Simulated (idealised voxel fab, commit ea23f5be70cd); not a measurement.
Module name: voxel capacitor over wiring (process module)
Section shown: cut. Width: 290 nm. Cell size: 5 nm, square.
For the purposes of this document, a cross-section shall be understood as a grid of square cells, specified as bands listed in top-to-bottom order, each band consisting of one or more rows of cells. For a band, the entry starts with two heights in nm, that of the top and then that of the bottom, and carries on with the band's materials in order from left to right, each alongside its width in nm; the word "throughout" beside a single material means it fills the band edge to edge, and "empty" means empty space. The reference from which all heights are counted is 0, the level beneath which the as-received wafer is entirely one material; the lowest band, having no lower bound, proceeds downward and is written after the example "from 0 down". Width spec "30->40" -> top row of cells at first value, bottom row at second value, equal per-row change in between. Basically "no change occurred" means that step didn't change any cell in the cross-section. What "Completely sealed voids" gives you is every empty space of 8 cells or more that is cut off from the top. Each appears as width x height at distance, with the distance taken from the left edge and width, height and distance all in nm. What comes after the settings on a step's line is commentary from the simulator itself on that step. overlay nm: on a step with a mask, how far right of its planned place the mask lay; negative means left.
## Steps in the process plan
1 RECEIVE with material Si
2 CONFORMAL_DEP with material SiO2, thk nm 15
3 CONFORMAL_DEP with material SiN, thk nm 5
4 DIRECTIONAL_DEP with material lowk, thk nm 25
5 DIRECTIONAL_DEP with material aC, thk nm 10
6 PATTERN with tone open, mask id METAL_1, material resist, width nm 30, pitch nm 85, thk nm 30, overlay nm 0
7 DIRECTIONAL_ETCH with etch materials aC, depth nm 10
8 STRIP with etch materials resist
9 DIRECTIONAL_ETCH with etch materials lowk, depth nm 25
10 DIRECTIONAL_ETCH with etch materials SiN, depth nm 5
11 STRIP with etch materials aC
12 CONFORMAL_DEP with material TiN, thk nm 5
13 FILL_DEP with material W, thk nm 5
14 CMP with height nm 45
15 CONFORMAL_DEP with material SiCN, thk nm 5
16 DIRECTIONAL_DEP with material SiO2, thk nm 15
17 MASKED_ETCH with tone open, mask id PLUG_1, width nm 15, etch materials SiO2, depth nm 15, overlay nm 0
18 MASKED_ETCH with tone open, mask id PLUG_1, width nm 15, etch materials SiCN, depth nm 5, overlay nm 0
19 EPI with material Ru, thk nm 10
20 EPI with material Ru, thk nm 10
21 DIRECTIONAL_DEP with material TiN, thk nm 5
22 DIRECTIONAL_DEP with material HfO2, thk nm 5
23 DIRECTIONAL_DEP with material TiN, thk nm 10
24 MASKED_ETCH with tone cover, mask id UPPER_PLATE, width nm 60, etch materials TiN, depth nm 10, overlay nm 0
25 MASKED_ETCH with tone cover, mask id UPPER_PLATE, width nm 60, etch materials HfO2, depth nm 5, overlay nm 0
26 DIRECTIONAL_DEP with material aC, thk nm 10
27 PATTERN with tone cover, mask id LOWER_PLATE, material resist, width nm 70, thk nm 25, overlay nm 0
28 DIRECTIONAL_ETCH with etch materials aC, depth nm 10
29 STRIP with etch materials resist
30 DIRECTIONAL_ETCH with etch materials TiN, depth nm 5
31 STRIP with etch materials aC
32 FILL_DEP with material SiO2, thk nm 20
33 CMP with height nm 100
34 DIRECTIONAL_DEP with material aC, thk nm 15
35 PATTERN with tone open, mask id PLUG_2, material resist, width nm 15, thk nm 30, overlay nm 0
36 DIRECTIONAL_ETCH with etch materials aC, depth nm 15
37 STRIP with etch materials resist
38 DIRECTIONAL_ETCH with etch materials SiO2, depth nm 15
39 STRIP with etch materials aC
40 CONFORMAL_DEP with material TiN, thk nm 5
41 FILL_DEP with material Cu, thk nm 5
42 CMP with height nm 100
43 CONFORMAL_DEP with material SiN, thk nm 5
## On the first of the two wafers: run conducted according to plan
## Here's what the wafer looked like in cross-section when it arrived - that's after step 1
- from 0 down  Si throughout
- Completely sealed voids: none
## Cross-section: wafer state after step 2
- from 15 to 0  SiO2 throughout
- Below a height of 0, the structure has not been altered.
## Cross-section: wafer state after step 3
- from 20 to 15  SiN throughout
- Below a height of 15, the structure has not been altered.
## Cross-section: wafer state after step 4
- from 45 to 20  lowk throughout
- Below a height of 20, the structure has not been altered.
## Cross-section: wafer state after step 5
- from 55 to 45  aC throughout
- Below a height of 45, the structure has not been altered.
## Cross-section: wafer state after step 6
- from 85 to 55  85 of resist, 30 of empty, 55 of resist, 30 of empty, 90 of resist
- Below a height of 55, the structure has not been altered.
## Cross-section: wafer state after step 7
- from 75 to 55  85 of resist, 30 of empty, 55 of resist, 30 of empty, 90 of resist
- from 55 to 45  85 of aC, 30 of empty, 55 of aC, 30 of empty, 90 of aC
- Below a height of 45, the structure has not been altered.
## Cross-section: wafer state after step 8
- from 55 to 45  85 of aC, 30 of empty, 55 of aC, 30 of empty, 90 of aC
- Below a height of 45, the structure has not been altered.
## Cross-section: wafer state after step 9
- from 55 to 45  85 of aC, 30 of empty, 55 of aC, 30 of empty, 90 of aC
- from 45 to 20  85 of lowk, 30 of empty, 55 of lowk, 30 of empty, 90 of lowk
- Below a height of 20, the structure has not been altered.
## Cross-section: wafer state after step 10
- from 55 to 45  85 of aC, 30 of empty, 55 of aC, 30 of empty, 90 of aC
- from 45 to 20  85 of lowk, 30 of empty, 55 of lowk, 30 of empty, 90 of lowk
- from 20 to 15  85 of SiN, 30 of empty, 55 of SiN, 30 of empty, 90 of SiN
- Below a height of 15, the structure has not been altered.
## Cross-section: wafer state after step 11
- from 45 to 20  85 of lowk, 30 of empty, 55 of lowk, 30 of empty, 90 of lowk
- Below a height of 20, the structure has not been altered.
## Cross-section: wafer state after step 12
- from 50 to 45  90 of TiN, 20 of empty, 65 of TiN, 20 of empty, 95 of TiN
- from 45 to 20  85 of lowk, 5 of TiN, 20 of empty, 5 of TiN, 55 of lowk, 5 of TiN, 20 of empty, 5 of TiN, 90 of lowk
- from 20 to 15  85 of SiN, 30 of TiN, 55 of SiN, 30 of TiN, 90 of SiN
- Below a height of 15, the structure has not been altered.
## Cross-section: wafer state after step 13
- from 55 to 50  W throughout
- from 50 to 45  90 of TiN, 20 of W, 65 of TiN, 20 of W, 95 of TiN
- from 45 to 20  85 of lowk, 5 of TiN, 20 of W, 5 of TiN, 55 of lowk, 5 of TiN, 20 of W, 5 of TiN, 90 of lowk
- Below a height of 20, the structure has not been altered.
## Cross-section: wafer state after step 14
- from 45 to 20  85 of lowk, 5 of TiN, 20 of W, 5 of TiN, 55 of lowk, 5 of TiN, 20 of W, 5 of TiN, 90 of lowk
- Below a height of 20, the structure has not been altered.
## Cross-section: wafer state after step 15
- from 50 to 45  SiCN throughout
- Below a height of 45, the structure has not been altered.
## Cross-section: wafer state after step 16
- from 65 to 50  SiO2 throughout
- Below a height of 50, the structure has not been altered.
## Cross-section: wafer state after step 17
- from 65 to 50  100 of SiO2, 15 of empty, 175 of SiO2
- Below a height of 50, the structure has not been altered.
## Cross-section: wafer state after step 18
- from 65 to 50  100 of SiO2, 15 of empty, 175 of SiO2
- from 50 to 45  100 of SiCN, 15 of empty, 175 of SiCN
- Below a height of 45, the structure has not been altered.
## Cross-section: wafer state after step 19
- from 65 to 55  100 of SiO2, 15 of empty, 175 of SiO2
- from 55 to 50  100 of SiO2, 15 of Ru, 175 of SiO2
- from 50 to 45  100 of SiCN, 15 of Ru, 175 of SiCN
- Below a height of 45, the structure has not been altered.
## Cross-section: wafer state after step 20
- from 65 to 50  100 of SiO2, 15 of Ru, 175 of SiO2
- Below a height of 50, the structure has not been altered.
## Cross-section: wafer state after step 21
- from 70 to 65  TiN throughout
- Below a height of 65, the structure has not been altered.
## Cross-section: wafer state after step 22
- from 75 to 70  HfO2 throughout
- Below a height of 70, the structure has not been altered.
## Cross-section: wafer state after step 23
- from 85 to 75  TiN throughout
- Below a height of 75, the structure has not been altered.
## Cross-section: wafer state after step 24
- from 85 to 75  100 of empty, 60 of TiN, 130 of empty
- Below a height of 75, the structure has not been altered.
## Cross-section: wafer state after step 25
- from 85 to 75  100 of empty, 60 of TiN, 130 of empty
- from 75 to 70  100 of empty, 60 of HfO2, 130 of empty
- Below a height of 70, the structure has not been altered.
## Cross-section: wafer state after step 26
- from 95 to 85  100 of empty, 60 of aC, 130 of empty
- from 85 to 80  100 of empty, 60 of TiN, 130 of empty
- from 80 to 75  100 of aC, 60 of TiN, 130 of aC
- from 75 to 70  100 of aC, 60 of HfO2, 130 of aC
- Below a height of 70, the structure has not been altered.
## Cross-section: wafer state after step 27
- from 120 to 95  95 of empty, 70 of resist, 125 of empty
- from 95 to 85  95 of empty, 5 of resist, 60 of aC, 5 of resist, 125 of empty
- from 85 to 80  95 of empty, 5 of resist, 60 of TiN, 5 of resist, 125 of empty
- Below a height of 80, the structure has not been altered.
## Cross-section: wafer state after step 28
- from 110 to 95  95 of empty, 70 of resist, 125 of empty
- from 95 to 85  95 of empty, 5 of resist, 60 of aC, 5 of resist, 125 of empty
- from 85 to 80  95 of empty, 5 of resist, 60 of TiN, 5 of resist, 125 of empty
- from 80 to 75  95 of empty, 5 of aC, 60 of TiN, 5 of aC, 125 of empty
- from 75 to 70  95 of empty, 5 of aC, 60 of HfO2, 5 of aC, 125 of empty
- Below a height of 70, the structure has not been altered.
## Cross-section: wafer state after step 29
- from 95 to 85  100 of empty, 60 of aC, 130 of empty
- from 85 to 80  100 of empty, 60 of TiN, 130 of empty
- Below a height of 80, the structure has not been altered.
## Cross-section: wafer state after step 30
- from 95 to 85  100 of empty, 60 of aC, 130 of empty
- from 85 to 80  100 of empty, 60 of TiN, 130 of empty
- from 80 to 75  95 of empty, 5 of aC, 60 of TiN, 5 of aC, 125 of empty
- from 75 to 70  95 of empty, 5 of aC, 60 of HfO2, 5 of aC, 125 of empty
- from 70 to 65  95 of empty, 70 of TiN, 125 of empty
- Below a height of 65, the structure has not been altered.
## Cross-section: wafer state after step 31
- from 85 to 75  100 of empty, 60 of TiN, 130 of empty
- from 75 to 70  100 of empty, 60 of HfO2, 130 of empty
- Below a height of 70, the structure has not been altered.
## Cross-section: wafer state after step 32
- from 105 to 85  SiO2 throughout
- from 85 to 75  100 of SiO2, 60 of TiN, 130 of SiO2
- from 75 to 70  100 of SiO2, 60 of HfO2, 130 of SiO2
- from 70 to 65  95 of SiO2, 70 of TiN, 125 of SiO2
- Below a height of 65, the structure has not been altered.
## Cross-section: wafer state after step 33
- from 100 to 85  SiO2 throughout
- Below a height of 85, the structure has not been altered.
## Cross-section: wafer state after step 34
- from 115 to 100  aC throughout
- Below a height of 100, the structure has not been altered.
## Cross-section: wafer state after step 35
- from 145 to 115  110 of resist, 15 of empty, 165 of resist
- Below a height of 115, the structure has not been altered.
## Cross-section: wafer state after step 36
- from 130 to 115  110 of resist, 15 of empty, 165 of resist
- from 115 to 100  110 of aC, 15 of empty, 165 of aC
- Below a height of 100, the structure has not been altered.
## Cross-section: wafer state after step 37
- from 115 to 100  110 of aC, 15 of empty, 165 of aC
- Below a height of 100, the structure has not been altered.
## Cross-section: wafer state after step 38
- from 115 to 100  110 of aC, 15 of empty, 165 of aC
- from 100 to 85  110 of SiO2, 15 of empty, 165 of SiO2
- Below a height of 85, the structure has not been altered.
## Cross-section: wafer state after step 39
- from 100 to 85  110 of SiO2, 15 of empty, 165 of SiO2
- Below a height of 85, the structure has not been altered.
## Cross-section: wafer state after step 40
- from 105 to 100  115 of TiN, 5 of empty, 170 of TiN
- from 100 to 90  110 of SiO2, 5 of TiN, 5 of empty, 5 of TiN, 165 of SiO2
- from 90 to 85  110 of SiO2, 15 of TiN, 165 of SiO2
- Below a height of 85, the structure has not been altered.
## Cross-section: wafer state after step 41
- from 110 to 105  Cu throughout
- from 105 to 100  115 of TiN, 5 of Cu, 170 of TiN
- from 100 to 90  110 of SiO2, 5 of TiN, 5 of Cu, 5 of TiN, 165 of SiO2
- Below a height of 90, the structure has not been altered.
## Cross-section: wafer state after step 42
- from 100 to 90  110 of SiO2, 5 of TiN, 5 of Cu, 5 of TiN, 165 of SiO2
- Below a height of 90, the structure has not been altered.
## Cross-section: wafer state after step 43
- from 105 to 100  SiN throughout
- Below a height of 100, the structure has not been altered.
## Second wafer - shared start and plan with the first - one error in running - same as the first up to step 16 inclusive
## The second wafer cut through, at the time step 17 was supposed to be finished
- from 65 to 50  100 of empty, 15 of SiO2, 175 of empty
- Below a height of 50, the structure has not been altered.
The second wafer cut through, at the time step 18 was supposed to be finished: no change occurred
The second wafer cut through, at the time step 19 was supposed to be finished: no change occurred
The second wafer cut through, at the time step 20 was supposed to be finished: no change occurred
## The second wafer cut through, at the time step 21 was supposed to be finished
- from 70 to 65  100 of empty, 15 of TiN, 175 of empty
- from 65 to 55  100 of empty, 15 of SiO2, 175 of empty
- from 55 to 50  100 of TiN, 15 of SiO2, 175 of TiN
- Below a height of 50, the structure has not been altered.
## The second wafer cut through, at the time step 22 was supposed to be finished
- from 75 to 70  100 of empty, 15 of HfO2, 175 of empty
- from 70 to 65  100 of empty, 15 of TiN, 175 of empty
- from 65 to 60  100 of empty, 15 of SiO2, 175 of empty
- from 60 to 55  100 of HfO2, 15 of SiO2, 175 of HfO2
- Below a height of 55, the structure has not been altered.
## The second wafer cut through, at the time step 23 was supposed to be finished
- from 85 to 75  100 of empty, 15 of TiN, 175 of empty
- from 75 to 70  100 of empty, 15 of HfO2, 175 of empty
- from 70 to 65  TiN throughout
- from 65 to 60  100 of TiN, 15 of SiO2, 175 of TiN
- Below a height of 60, the structure has not been altered.
## The second wafer cut through, at the time step 24 was supposed to be finished
- from 85 to 75  100 of empty, 15 of TiN, 175 of empty
- from 75 to 70  100 of empty, 15 of HfO2, 175 of empty
- from 70 to 65  100 of empty, 60 of TiN, 130 of empty
- from 65 to 60  100 of empty, 15 of SiO2, 45 of TiN, 130 of empty
- Below a height of 60, the structure has not been altered.
## The second wafer cut through, at the time step 25 was supposed to be finished
- from 85 to 75  100 of empty, 15 of TiN, 175 of empty
- from 75 to 70  100 of empty, 15 of HfO2, 175 of empty
- from 70 to 65  100 of empty, 60 of TiN, 130 of empty
- from 65 to 60  100 of empty, 15 of SiO2, 45 of TiN, 130 of empty
- from 60 to 55  100 of empty, 15 of SiO2, 45 of HfO2, 130 of empty
- Below a height of 55, the structure has not been altered.
## The second wafer cut through, at the time step 26 was supposed to be finished
- from 95 to 85  100 of empty, 15 of aC, 175 of empty
- from 85 to 80  100 of empty, 15 of TiN, 175 of empty
- from 80 to 75  100 of empty, 15 of TiN, 45 of aC, 130 of empty
- from 75 to 70  100 of empty, 15 of HfO2, 45 of aC, 130 of empty
- from 70 to 65  100 of empty, 60 of TiN, 130 of empty
- from 65 to 60  100 of aC, 15 of SiO2, 45 of TiN, 130 of aC
- from 60 to 55  100 of aC, 15 of SiO2, 45 of HfO2, 130 of aC
- Below a height of 55, the structure has not been altered.
## The second wafer cut through, at the time step 27 was supposed to be finished
- from 120 to 95  95 of empty, 70 of resist, 125 of empty
- from 95 to 85  95 of empty, 5 of resist, 15 of aC, 50 of resist, 125 of empty
- from 85 to 80  95 of empty, 5 of resist, 15 of TiN, 50 of resist, 125 of empty
- from 80 to 75  95 of empty, 5 of resist, 15 of TiN, 45 of aC, 5 of resist, 125 of empty
- from 75 to 70  95 of empty, 5 of resist, 15 of HfO2, 45 of aC, 5 of resist, 125 of empty
- from 70 to 65  95 of empty, 5 of resist, 60 of TiN, 5 of resist, 125 of empty
- Below a height of 65, the structure has not been altered.
## The second wafer cut through, at the time step 28 was supposed to be finished
- from 110 to 95  95 of empty, 70 of resist, 125 of empty
- from 95 to 85  95 of empty, 5 of resist, 15 of aC, 50 of resist, 125 of empty
- from 85 to 80  95 of empty, 5 of resist, 15 of TiN, 50 of resist, 125 of empty
- from 80 to 75  95 of empty, 5 of resist, 15 of TiN, 45 of aC, 5 of resist, 125 of empty
- from 75 to 70  95 of empty, 5 of resist, 15 of HfO2, 45 of aC, 5 of resist, 125 of empty
- from 70 to 65  95 of empty, 5 of resist, 60 of TiN, 5 of resist, 125 of empty
- from 65 to 60  95 of empty, 5 of aC, 15 of SiO2, 45 of TiN, 5 of aC, 125 of empty
- from 60 to 55  95 of empty, 5 of aC, 15 of SiO2, 45 of HfO2, 5 of aC, 125 of empty
- Below a height of 55, the structure has not been altered.
## The second wafer cut through, at the time step 29 was supposed to be finished
- from 95 to 85  100 of empty, 15 of aC, 175 of empty
- from 85 to 80  100 of empty, 15 of TiN, 175 of empty
- from 80 to 75  100 of empty, 15 of TiN, 45 of aC, 130 of empty
- from 75 to 70  100 of empty, 15 of HfO2, 45 of aC, 130 of empty
- from 70 to 65  100 of empty, 60 of TiN, 130 of empty
- Below a height of 65, the structure has not been altered.
## The second wafer cut through, at the time step 30 was supposed to be finished
- from 95 to 85  100 of empty, 15 of aC, 175 of empty
- from 85 to 80  100 of empty, 15 of TiN, 175 of empty
- from 80 to 75  100 of empty, 15 of TiN, 45 of aC, 130 of empty
- from 75 to 70  100 of empty, 15 of HfO2, 45 of aC, 130 of empty
- from 70 to 65  100 of empty, 60 of TiN, 130 of empty
- from 65 to 60  95 of empty, 5 of aC, 15 of SiO2, 45 of TiN, 5 of aC, 125 of empty
- from 60 to 55  95 of empty, 5 of aC, 15 of SiO2, 45 of HfO2, 5 of aC, 125 of empty
- from 55 to 50  95 of empty, 5 of TiN, 15 of SiO2, 50 of TiN, 125 of empty
- Below a height of 50, the structure has not been altered.
## The second wafer cut through, at the time step 31 was supposed to be finished
- from 85 to 75  100 of empty, 15 of TiN, 175 of empty
- from 75 to 70  100 of empty, 15 of HfO2, 175 of empty
- from 70 to 65  100 of empty, 60 of TiN, 130 of empty
- from 65 to 60  100 of empty, 15 of SiO2, 45 of TiN, 130 of empty
- from 60 to 55  100 of empty, 15 of SiO2, 45 of HfO2, 130 of empty
- Below a height of 55, the structure has not been altered.
## The second wafer cut through, at the time step 32 was supposed to be finished
- from 105 to 85  SiO2 throughout
- from 85 to 75  100 of SiO2, 15 of TiN, 175 of SiO2
- from 75 to 70  100 of SiO2, 15 of HfO2, 175 of SiO2
- from 70 to 60  100->115 of SiO2, 60->45 of TiN, 130 of SiO2
- from 60 to 55  115 of SiO2, 45 of HfO2, 130 of SiO2
- from 55 to 50  95 of SiO2, 5 of TiN, 15 of SiO2, 50 of TiN, 125 of SiO2
- Below a height of 50, the structure has not been altered.
## The second wafer cut through, at the time step 33 was supposed to be finished
- from 100 to 85  SiO2 throughout
- Below a height of 85, the structure has not been altered.
## The second wafer cut through, at the time step 34 was supposed to be finished
- from 115 to 100  aC throughout
- Below a height of 100, the structure has not been altered.
## The second wafer cut through, at the time step 35 was supposed to be finished
- from 145 to 115  110 of resist, 15 of empty, 165 of resist
- Below a height of 115, the structure has not been altered.
## The second wafer cut through, at the time step 36 was supposed to be finished
- from 130 to 115  110 of resist, 15 of empty, 165 of resist
- from 115 to 100  110 of aC, 15 of empty, 165 of aC
- Below a height of 100, the structure has not been altered.
## The second wafer cut through, at the time step 37 was supposed to be finished
- from 115 to 100  110 of aC, 15 of empty, 165 of aC
- Below a height of 100, the structure has not been altered.
## The second wafer cut through, at the time step 38 was supposed to be finished
- from 115 to 100  110 of aC, 15 of empty, 165 of aC
- from 100 to 85  110 of SiO2, 15 of empty, 165 of SiO2
- Below a height of 85, the structure has not been altered.
## The second wafer cut through, at the time step 39 was supposed to be finished
- from 100 to 85  110 of SiO2, 15 of empty, 165 of SiO2
- Below a height of 85, the structure has not been altered.
## The second wafer cut through, at the time step 40 was supposed to be finished
- from 105 to 100  115 of TiN, 5 of empty, 170 of TiN
- from 100 to 90  110 of SiO2, 5 of TiN, 5 of empty, 5 of TiN, 165 of SiO2
- from 90 to 85  110 of SiO2, 15 of TiN, 165 of SiO2
- Below a height of 85, the structure has not been altered.
## The second wafer cut through, at the time step 41 was supposed to be finished
- from 110 to 105  Cu throughout
- from 105 to 100  115 of TiN, 5 of Cu, 170 of TiN
- from 100 to 90  110 of SiO2, 5 of TiN, 5 of Cu, 5 of TiN, 165 of SiO2
- Below a height of 90, the structure has not been altered.
## The second wafer cut through, at the time step 42 was supposed to be finished
- from 100 to 90  110 of SiO2, 5 of TiN, 5 of Cu, 5 of TiN, 165 of SiO2
- Below a height of 90, the structure has not been altered.
## The second wafer cut through, at the time step 43 was supposed to be finished
- from 105 to 100  SiN throughout
- Below a height of 100, the structure has not been altered.
Where did the run depart from the plan? step 17 ran as: MASKED_ETCH with tone cover, mask id PLUG_1, width nm 15, etch materials SiO2, depth nm 15, overlay nm 0
Bottom line after processing is that, in cells, the second wafer is up or down on some materials versus the first: 12 fewer of Ru; 3 more of SiCN; 9 more of SiO2
